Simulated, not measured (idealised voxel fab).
You're looking at the process module voxel wiring stack.
Square cell edge 5 nm, section width 235 nm, ID cut.
Just so we're on the same page, the cross-sections are grids of square cells, and they're listed out in bands top to bottom, each band one or more rows deep.
Heights first: top, then bottom, in nm. Then materials, left to right, each with a width in nm. "everywhere" on a single material: fills the band edge to edge. "empty": empty space.
We count height from 0. Below that, the starting wafer is all one material. The lowest band never ends at the bottom but goes on down; see "z 0 and below" for how that is written.
You'd read "30 to 40" like this: the band's top row of cells is as wide as the first number, its bottom row is as wide as the second, and going down, every row changes width by the same amount as the row before did.
Given "nothing changed" for a step, no cell of the cross-section differs between before and after that step.
Look at "Closed void list" for the closed voids: empty spaces with no open path to the top, sized 8 cells or up. Each is width x height at distance, distance from the left edge, all nm.
after a step's settings: what the simulator itself notes on the step
Among the settings permitted on a step's line is "overlay nm"; applied to a step with a mask, it specifies the extent to which the mask lay to the right of its planned position, whereas a negative figure signifies a position to the left.

Steps planned for the process
- 1: RECEIVE [material Si]
- 2: CONFORMAL_DEP [material SiO2] [thk nm 15]
- 3: DIRECTIONAL_DEP [material TiN] [thk nm 5]
- 4: DIRECTIONAL_DEP [material W] [thk nm 15]
- 5: PATTERN [tone cover] [mask id METAL_1] [material resist] [width nm 25] [pitch nm 55] [thk nm 20] [overlay nm 0]
- 6: DIRECTIONAL_ETCH [etch materials W] [depth nm 15]
- 7: DIRECTIONAL_ETCH [etch materials TiN] [depth nm 5]
- 8: STRIP [etch materials resist]
- 9: CONFORMAL_DEP [material SiN] [thk nm 5]
- 10: FILL_DEP [material lowk] [thk nm 10]
- 11: CMP [height nm 35]
- 12: CONFORMAL_DEP [material SiCN] [thk nm 5]
- 13: DIRECTIONAL_DEP [material SiO2] [thk nm 20]
- 14: DIRECTIONAL_DEP [material aC] [thk nm 10]
- 15: PATTERN [tone open] [mask id PLUG_1] [material resist] [width nm 15] [pitch nm 110] [thk nm 30] [overlay nm 0]
- 16: DIRECTIONAL_ETCH [etch materials aC] [depth nm 10]
- 17: STRIP [etch materials resist]
- 18: DIRECTIONAL_ETCH [etch materials SiO2] [depth nm 20]
- 19: DIRECTIONAL_ETCH [etch materials SiCN] [depth nm 5]
- 20: STRIP [etch materials aC]
- 21: CONFORMAL_DEP [material TiN] [thk nm 5]
- 22: FILL_DEP [material Ru] [thk nm 5]
- 23: CMP [height nm 60]
- 24: DIRECTIONAL_DEP [material TiN] [thk nm 5]
- 25: DIRECTIONAL_DEP [material Ru] [thk nm 25]
- 26: PATTERN [tone cover] [mask id METAL_2] [material resist] [width nm 25] [pitch nm 55] [thk nm 20] [overlay nm 0]
- 27: DIRECTIONAL_ETCH [etch materials Ru] [depth nm 25]
- 28: DIRECTIONAL_ETCH [etch materials TiN] [depth nm 5]
- 29: STRIP [etch materials resist]
- 30: FILL_DEP [material SiO2] [thk nm 5]
- 31: CMP [height nm 90]
- 32: CONFORMAL_DEP [material SiCN] [thk nm 5]
- 33: DIRECTIONAL_DEP [material lowk] [thk nm 25]
- 34: MASKED_ETCH [tone open] [mask id METAL_3_HOLES] [width nm 15] [pitch nm 110] [etch materials lowk] [depth nm 25] [overlay nm -5]
- 35: PATTERN [tone open] [mask id METAL_3] [material resist] [width nm 25] [pitch nm 55] [thk nm 20] [overlay nm 0]
- 36: DIRECTIONAL_ETCH [etch materials lowk] [depth nm 15]
- 37: DIRECTIONAL_ETCH [etch materials SiCN] [depth nm 5]
- 38: STRIP [etch materials resist]
- 39: CONFORMAL_DEP [material TiN] [thk nm 5]
- 40: FILL_DEP [material Cu] [thk nm 10]
- 41: CMP [height nm 120]
- 42: CONFORMAL_DEP [material SiCN] [thk nm 5]
- 43: DIRECTIONAL_DEP [material SiO2] [thk nm 15]
- 44: PATTERN [tone open] [mask id PLUG_3] [material resist] [width nm 15] [pitch nm 55] [thk nm 20] [overlay nm 0]
- 45: DIRECTIONAL_ETCH [etch materials SiO2] [depth nm 15]
- 46: DIRECTIONAL_ETCH [etch materials SiCN] [depth nm 5]
- 47: STRIP [etch materials resist]
- 48: EPI [material Ru] [thk nm 10]
- 49: EPI [material Ru] [thk nm 10]
- 50: CONFORMAL_DEP [material SiCN] [thk nm 5]
- 51: DIRECTIONAL_DEP [material lowk] [thk nm 15]
- 52: MASKED_ETCH [tone open] [mask id METAL_4] [width nm 25] [pitch nm 55] [etch materials lowk] [depth nm 15] [overlay nm 0]
- 53: MASKED_ETCH [tone open] [mask id METAL_4] [width nm 25] [pitch nm 55] [etch materials SiCN] [depth nm 5] [overlay nm 0]
- 54: CONFORMAL_DEP [material TiN] [thk nm 5]
- 55: FILL_DEP [material Cu] [thk nm 10]
- 56: CMP [height nm 160]
- 57: EPI [material Ru] [thk nm 5]
- 58: FILL_DEP [material SiCN] [thk nm 5]
Among the wafers covered here, the point of difference is the overlay nm at step 34; their starting state is shared, and the plan presents the value of the first wafer.

First of several wafers (as received, post step 1), cross-sectional view
    z 0 and below | Si everywhere
    Closed void list: none

Where each wafer stands at the end of the module, a row apiece: cells of each material gained (+) or lost (-) since it was received, then closed voids
overlay nm -5, +68 Cu, +184 Ru, +212 SiCN, +51 SiN, +572 SiO2, +156 TiN, +60 W, +295 lowk, Closed void list: none
overlay nm 0, +66 Cu, +184 Ru, +210 SiCN, +51 SiN, +572 SiO2, +154 TiN, +60 W, +301 lowk, Closed void list: none
overlay nm 5, +66 Cu, +184 Ru, +210 SiCN, +51 SiN, +572 SiO2, +154 TiN, +60 W, +301 lowk, Closed void list: none
overlay nm 10, +66 Cu, +184 Ru, +210 SiCN, +51 SiN, +572 SiO2, +154 TiN, +60 W, +301 lowk, Closed void list: none
overlay nm 15, +68 Cu, +184 Ru, +212 SiCN, +51 SiN, +572 SiO2, +156 TiN, +60 W, +295 lowk, Closed void list: none
